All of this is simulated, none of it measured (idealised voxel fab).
Title: Process Module voxel transistor to metal
Each square cell in cross-section cut measures 5 nm, and the section as a whole is 200 nm wide.
Format of a cross-section: grid, square cells. Given as bands. Order: top down. Band: one or more rows of cells.
Band: top height; bottom height; in nm. Then, left to right: material with width in nm, for each material. "edge to edge": a single material spanning edge to edge. "blank": empty space.
Convention: height 0 is the level below which the wafer, as received, is all one material. The lowest band does not terminate at the bottom but continues downward, represented as "0 -> down".
With a width like "30->40", each row of cells in the band differs from the next by the same amount, the top row carrying the first number and the bottom row the second.
"everything unchanged" after a step means that no cell of the cross-section changed.
Listed in "Closed empty spaces": every empty space of 8 or more cells without an open way to the top. Form: width x height at distance, the distance being from the left edge, all in nm.
Text after the settings on a step's line: the simulator's own remark on that step.
A step line may carry the setting "overlay nm", which, for steps involving a mask, states the distance by which the mask lay to the right of its intended position; negative values denote displacement to the left.

PLAN
1,RECEIVE [material Si]
2,CONFORMAL_DEP [material SiO2] [thk nm 5]
3,CONFORMAL_DEP [material SiN] [thk nm 10]
4,MASKED_ETCH [tone cover] [mask id ACTIVE] [width nm 115] [etch materials SiN] [depth nm 10] [overlay nm 0]
5,MASKED_ETCH [tone cover] [mask id ACTIVE] [width nm 115] [etch materials SiO2] [depth nm 5] [overlay nm 0]
6,MASKED_ETCH [tone cover] [mask id ACTIVE] [width nm 115] [etch materials Si] [depth nm 35] [overlay nm 0]
7,FILL_DEP [material SiO2] [thk nm 10]
8,CMP [height nm 15]
9,SELECTIVE_ETCH [etch materials SiO2] [depth nm 10]
10,STRIP [etch materials SiN]
11,SELECTIVE_ETCH [etch materials SiO2] [depth nm 5]
12,OXIDIZE [depth nm 5]
13,DIRECTIONAL_DEP [material polySi] [thk nm 25]
14,DIRECTIONAL_DEP [material SiCN] [thk nm 15]
15,PATTERN [tone cover] [mask id GATE] [material resist] [width nm 35] [thk nm 20] [overlay nm 0]
16,DIRECTIONAL_ETCH [etch materials SiCN] [depth nm 25]
17,DIRECTIONAL_ETCH [etch materials polySi] [depth nm 35]
18,STRIP [etch materials resist]
19,CONFORMAL_DEP [material SiN] [thk nm 5]
20,DIRECTIONAL_ETCH [etch materials SiN] [depth nm 5]
21,DIRECTIONAL_ETCH [etch materials SiO2] [depth nm 5]
22,EPI [material nSi] [thk nm 5]
23,FILL_DEP [material SiO2] [thk nm 5]
24,CMP [height nm 25]
25,STRIP [etch materials polySi]
26,SELECTIVE_ETCH [etch materials SiO2] [depth nm 5]
27,CONFORMAL_DEP [material HfO2] [thk nm 5]
28,CONFORMAL_DEP [material TiN] [thk nm 5]
29,FILL_DEP [material W] [thk nm 5]
30,CMP [height nm 20]
31,DIRECTIONAL_DEP [material SiO2] [thk nm 15]
32,DIRECTIONAL_DEP [material aC] [thk nm 10]
33,PATTERN [tone open] [mask id CONTACT] [material resist] [width nm 15] [pitch nm 90] [thk nm 25] [overlay nm 0]
34,DIRECTIONAL_ETCH [etch materials aC] [depth nm 10]
35,STRIP [etch materials resist]
36,DIRECTIONAL_ETCH [etch materials SiO2] [depth nm 35]
37,STRIP [etch materials aC]
38,CONFORMAL_DEP [material TiN] [thk nm 5]
39,FILL_DEP [material W] [thk nm 5]
40,CMP [height nm 35]
41,CONFORMAL_DEP [material SiCN] [thk nm 5]
42,DIRECTIONAL_DEP [material SiO2] [thk nm 25]
43,DIRECTIONAL_DEP [material aC] [thk nm 15]
44,PATTERN [tone open] [mask id METAL_1] [material resist] [width nm 15] [pitch nm 90] [thk nm 30] [overlay nm 0]
45,DIRECTIONAL_ETCH [etch materials aC] [depth nm 15]
46,STRIP [etch materials resist]
47,DIRECTIONAL_ETCH [etch materials SiO2] [depth nm 25]
48,DIRECTIONAL_ETCH [etch materials SiCN] [depth nm 5]
49,STRIP [etch materials aC]
50,CONFORMAL_DEP [material TiN] [thk nm 5]
51,FILL_DEP [material Cu] [thk nm 5]
52,CMP [height nm 65]
53,CONFORMAL_DEP [material SiCN] [thk nm 5]
54,DIRECTIONAL_DEP [material SiO2] [thk nm 30]
55,PATTERN [tone open] [mask id METAL_2] [material resist] [width nm 15] [pitch nm 90] [thk nm 20] [overlay nm 0]
56,DIRECTIONAL_ETCH [etch materials SiO2] [depth nm 20]
57,STRIP [etch materials resist]
58,MASKED_ETCH [tone open] [mask id METAL_2_HOLES] [width nm 15] [pitch nm 90] [etch materials SiO2] [depth nm 10] [overlay nm 0]
59,MASKED_ETCH [tone open] [mask id METAL_2_HOLES] [width nm 15] [pitch nm 90] [etch materials SiCN] [depth nm 5] [overlay nm 0]
60,CONFORMAL_DEP [material TiN] [thk nm 5]
61,FILL_DEP [material Ru] [thk nm 10]
62,CMP [height nm 100]
63,CONFORMAL_DEP [material SiCN] [thk nm 5]

INCOMING WAFER IN CROSS-SECTION (STATE: AFTER STEP 1)
  0 -> down: Si edge to edge
  Closed empty spaces: none

ONE MISTAKE IN RUNNING THE MODULE, OTHERWISE START AND PLAN AS ABOVE: CROSS-SECTION AT THE END
  105 -> 100: SiCN edge to edge
  100 -> 75: SiO2=45; TiN=5; Ru=5; TiN=5; SiO2=75; TiN=5; Ru=5; TiN=5; SiO2=50
  75 -> 70: SiO2=45; TiN=15; SiO2=75; TiN=15; SiO2=50
  70 -> 65: SiCN=45; TiN=5; SiCN=85; TiN=5; SiCN=60
  65 -> 40: SiO2=45; TiN=5; Cu=5; TiN=5; SiO2=75; TiN=5; Cu=5; TiN=5; SiO2=50
  40 -> 35: SiCN=45; TiN=15; SiCN=75; TiN=15; SiCN=50
  35 -> 20: SiO2=45; TiN=5; W=5; TiN=5; SiO2=75; TiN=5; W=5; TiN=5; SiO2=50
  20 -> 5: SiO2=45; TiN=5; W=5; TiN=5; SiO2=15; SiN=5; HfO2=5; TiN=5; W=15; TiN=5; HfO2=5; SiN=5; SiO2=15; TiN=5; W=5; TiN=5; SiO2=50
  5 -> 0: SiO2=45; TiN=15; SiO2=15; SiN=5; HfO2=5; TiN=25; HfO2=5; SiN=5; SiO2=15; TiN=15; SiO2=50
  0 -> -5: SiO2=35; nSi=40; HfO2=45; nSi=40; SiO2=40
  -5 -> -35: SiO2=40; Si=115; SiO2=45
  -35 -> down: Si edge to edge
  Closed empty spaces: none
Against the plan, the run slipped here: step 59 ran differently from the plan; actual operation with settings: MASKED_ETCH [tone open] [mask id METAL_2_HOLES] [width nm 15] [pitch nm 90] [etch materials SiCN] [depth nm 5] [overlay nm -10]
